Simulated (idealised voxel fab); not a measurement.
Presented below is a process module, voxel double patterning.
Section cut is 240 nm wide and gridded with 5 nm square cells.
Each cross-section below is a grid of square cells, stated as bands in top-down order, with one or more rows of cells making up each band. In this notation a band is specified by the heights of its top and bottom, in that order and in nm, after which its materials appear from left to right, each paired with its width in nm. The word "edge to edge" attached to a single material means that material fills the band from edge to edge; the word "air" stands for empty space. Counting heights begins at 0, where everything beneath is, in the wafer as received, one material. The lowest band has no bottom; it goes on downwards, as "0..down" shows. Width: "30->40" (first number = top row, second number = bottom row, same change from row to row of cells). "no modifications" after a step means that no cell of the cross-section changed. For the entry "Closed void list", the listed items are empty spaces with no open way to the top whose size is 8 cells or more; each item follows the pattern width x height at distance, where distance is from the left edge and all three are in nm. Where a step's line continues beyond its settings, the continuation is a remark by the simulator itself on that step. "overlay nm" denotes, for a step that has a mask, the displacement of the mask to the right of its planned place, with negative values corresponding to the left.

# The steps planned for the process are as follows
1: RECEIVE [material Si]
2: CONFORMAL_DEP [material SiN] [thk nm 5]
3: DIRECTIONAL_DEP [material SiO2] [thk nm 10]
4: DIRECTIONAL_DEP [material SiCN] [thk nm 10]
5: PATTERN [tone open] [mask id FIRST] [material resist] [width nm 15] [pitch nm 50] [thk nm 15] [overlay nm 0]
6: DIRECTIONAL_ETCH [etch materials SiCN] [depth nm 10]
7: STRIP [etch materials resist]
8: MASKED_ETCH [tone open] [mask id SECOND] [width nm 15] [pitch nm 50] [etch materials SiCN] [depth nm 10] [overlay nm 0]
9: DIRECTIONAL_ETCH [etch materials SiO2] [depth nm 10]
10: STRIP [etch materials SiCN]

# Cross-section of the incoming wafer, state after step 1
  0..down | Si edge to edge
  Closed void list: none

# Here's the cross-section of the first of our two wafers at the end of the module - it ran as planned
  15..5 | SiO2: 60, air: 15, SiO2: 10, air: 15, SiO2: 10, air: 15, SiO2: 10, air: 15, SiO2: 10, air: 15, SiO2: 65
  5..0 | SiN edge to edge
  0..down | Si edge to edge
  Closed void list: none

# Second wafer of the two, sectioned at the end of the module. It began like the first and followed the same plan, but one mistake was made while running it
  15..5 | air: 85, SiO2: 15, air: 35, SiO2: 15, air: 90
  5..0 | SiN edge to edge
  0..down | Si edge to edge
  Closed void list: none
The plan and the run diverged here: step 8 did not use the planned setting and instead ran as MASKED_ETCH [tone cover] [mask id SECOND] [width nm 15] [pitch nm 50] [etch materials SiCN] [depth nm 10] [overlay nm 0]
FYI, end of process, the second wafer has more or fewer cells of some materials than the first: 54 fewer of SiO2
